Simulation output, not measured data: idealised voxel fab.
The following is a process module called voxel quadruple lines.
This is section cut - it's 275 nm across, gridded in 5 nm square cells.
We lay out every cross-section as a grid of square cells and spell it out in bands from the top down, where one band means one or more rows of cells.
Basically the band line says how high the top is and how high the bottom is, in nm, and then what's in it from left to right, every material with its width in nm. Empty space shows up as "air", and if a single material carries "all across" it runs the full band edge to edge.
Heights are reckoned from 0. Under this level, the received wafer is all of one material. The bottommost band is open-ended downward, for example "z 0 and below".
The two numbers in a width such as "30..40" mark its ends across the band: the first belongs to the top row of cells, the second to the bottom row, and from each row to the next the width moves by the same amount.
"no modification", as given for a step, is the statement that not any cell of the cross-section underwent a change during that step.
So "Closed void table" is basically the list of trapped voids: any empty space of 8 cells or more that can't reach the top through an opening. They're written width x height at distance, the distance being from the left edge, and it's all nm.
That trailing text on a step's line, after the settings, is the simulator's own remark on the step.
The "overlay nm" setting may appear on a step's line; for a step that uses a mask, it gives how far to the right of its planned position the mask lay, and a negative value indicates the left.
Intended process steps:
1) RECEIVE [material Si]
2) CONFORMAL_DEP [material SiO2] [thk nm 5]
3) DIRECTIONAL_DEP [material Ru] [thk nm 15]
4) DIRECTIONAL_DEP [material polySi] [thk nm 20]
5) DIRECTIONAL_DEP [material aC] [thk nm 20]
6) PATTERN [tone cover] [mask id MANDREL] [material resist] [width nm 30] [thk nm 30] [overlay nm 0]
7) DIRECTIONAL_ETCH [etch materials aC] [depth nm 20]
8) STRIP [etch materials resist]
9) CONFORMAL_DEP [material SiO2] [thk nm 10]
10) DIRECTIONAL_ETCH [etch materials SiO2] [depth nm 10]
11) STRIP [etch materials aC]
12) DIRECTIONAL_ETCH [etch materials polySi] [depth nm 20]
13) STRIP [etch materials SiO2]
14) CONFORMAL_DEP [material SiN] [thk nm 10]
15) DIRECTIONAL_ETCH [etch materials SiN] [depth nm 10]
16) STRIP [etch materials polySi]
17) DIRECTIONAL_ETCH [etch materials Ru] [depth nm 15]
18) STRIP [etch materials SiN]
Cross-sectional view of the wafer in its as-received condition, corresponding to the state after step 1:
z 0 and below | Si all across
Closed void table: none
First of two wafers at the end of the module, shown in cross-section; run carried out as planned:
z 20 to 5 | air 100 nm | Ru 10 nm | air 10 nm | Ru 10 nm | air 10 nm | Ru 10 nm | air 10 nm | Ru 10 nm | air 105 nm
z 5 to 0 | SiO2 all across
z 0 and below | Si all across
Closed void table: none
This cross-section belongs to the second wafer of two at the end of the module; the start and the plan were shared with the first, and the run included one mistake:
z 35 to 20 | air 100 nm | Ru 10 nm | air 10 nm | Ru 10 nm | air 10 nm | Ru 10 nm | air 10 nm | Ru 10 nm | air 105 nm
z 20 to 5 | Ru all across
z 5 to 0 | SiO2 all across
z 0 and below | Si all across
Closed void table: none
Diagnosis: execution of plan step 3 occurred twice
Looking at both finished wafers in cells, the second ends up ahead of or behind the first on some materials: 165 more of Ru
